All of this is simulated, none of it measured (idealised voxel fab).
Module name: voxel gate over fins (process module)
Square cells of 5 nm make up the cross-section cut, whose width is 235 nm.
A cross-section is a grid of square cells, given in bands from the top down. A band is one or more rows of cells. The band entry comprises the height of the band's top followed by the height of its bottom, expressed in nm, and subsequently the band's materials from left to right, each stated together with its width in nm. Where a single material is marked with the word "edge to edge", that material fills the band from edge to edge. The word "blank" represents empty space. Height is counted from the level 0, under which the received wafer is composed throughout of one material. The lowest of the bands is not closed at the bottom but continues downward, in the notation "0 -> down". Quick explanation for "30 to 40": the width changes in equal steps down the rows of cells, from the first number in the band's top row to the second number in its bottom row. Where a step carries "nothing was modified", the cross-section came out of it unchanged, cell for cell. Voids not open to the top, 8 cells minimum: see "Unvented voids". Written width x height at distance; distance is from the left edge; nm. The remark found on a step's line after its settings is issued by the simulator itself and pertains to that step. "overlay nm" denotes, for a step that has a mask, the displacement of the mask to the right of its planned place, with negative values corresponding to the left.
Process steps foreseen in the plan
1: RECEIVE | material Si
2: CONFORMAL_DEP | material SiN | thk nm 5
3: PATTERN | tone cover | mask id FINS | material resist | width nm 15 | pitch nm 35 | thk nm 15 | overlay nm 0
4: DIRECTIONAL_ETCH | etch materials SiN | depth nm 5
5: DIRECTIONAL_ETCH | etch materials Si | depth nm 35
6: STRIP | etch materials resist
7: FILL_DEP | material SiO2 | thk nm 5
8: CMP | height nm 5
9: SELECTIVE_ETCH | etch materials SiO2 | depth nm 15
10: STRIP | etch materials SiN
11: CONFORMAL_DEP | material HfO2 | thk nm 5
12: CONFORMAL_DEP | material TiN | thk nm 5
13: FILL_DEP | material W | thk nm 10
14: CMP | height nm 15
15: CONFORMAL_DEP | material SiN | thk nm 5
Delivered wafer in cross-section: state after step 1
  0 -> down = Si edge to edge
  Unvented voids: none
Cross-section, first of two wafers, end of module, run as planned
  20 -> 15 = SiN edge to edge
  15 -> 10 = W edge to edge
  10 -> 5 = 65 W; 105 TiN; 65 W
  5 -> 0 = 65 W; 5 TiN; 25 HfO2; 10 TiN; 25 HfO2; 10 TiN; 25 HfO2; 5 TiN; 65 W
  0 -> -5 = 70 TiN; 5 HfO2; 15 Si; 5 HfO2; 10 TiN; 5 HfO2; 15 Si; 5 HfO2; 10 TiN; 5 HfO2; 15 Si; 5 HfO2; 70 TiN
  -5 -> -10 = 75 HfO2; 15 Si; 20 HfO2; 15 Si; 20 HfO2; 15 Si; 75 HfO2
  -10 -> -35 = 75 SiO2; 15 Si; 20 SiO2; 15 Si; 20 SiO2; 15 Si; 75 SiO2
  -35 -> down = Si edge to edge
  Unvented voids: none
Now the second wafer, cross-sectioned at the end of the module. Nothing different at the start, nothing different in the plan compared with the first, just one mistake when it was actually run
  20 -> 15 = SiN edge to edge
  15 -> 10 = W edge to edge
  10 -> 5 = 65 W; 105 TiN; 65 W
  5 -> 0 = 65 W; 5 TiN; 25 HfO2; 10 TiN; 25 HfO2; 10 TiN; 25 HfO2; 5 TiN; 65 W
  0 -> -10 = 65 W; 5 TiN; 5 HfO2; 15 Si; 5 HfO2; 10 TiN; 5 HfO2; 15 Si; 5 HfO2; 10 TiN; 5 HfO2; 15 Si; 5 HfO2; 5 TiN; 65 W
  -10 -> -15 = 70 TiN; 5 HfO2; 15 Si; 5 HfO2; 10 TiN; 5 HfO2; 15 Si; 5 HfO2; 10 TiN; 5 HfO2; 15 Si; 5 HfO2; 70 TiN
  -15 -> -20 = 75 HfO2; 15 Si; 20 HfO2; 15 Si; 20 HfO2; 15 Si; 75 HfO2
  -20 -> -35 = 75 SiO2; 15 Si; 20 SiO2; 15 Si; 20 SiO2; 15 Si; 75 SiO2
  -35 -> down = Si edge to edge
  Unvented voids: none
The plan and the run diverged here: step 9: run off-plan, actual operation and settings SELECTIVE_ETCH | etch materials SiO2 | depth nm 25
Final difference in cells, second wafer against first, listed per material as more or fewer: 12 more of HfO2, 76 fewer of SiO2, 12 more of TiN, 52 more of W
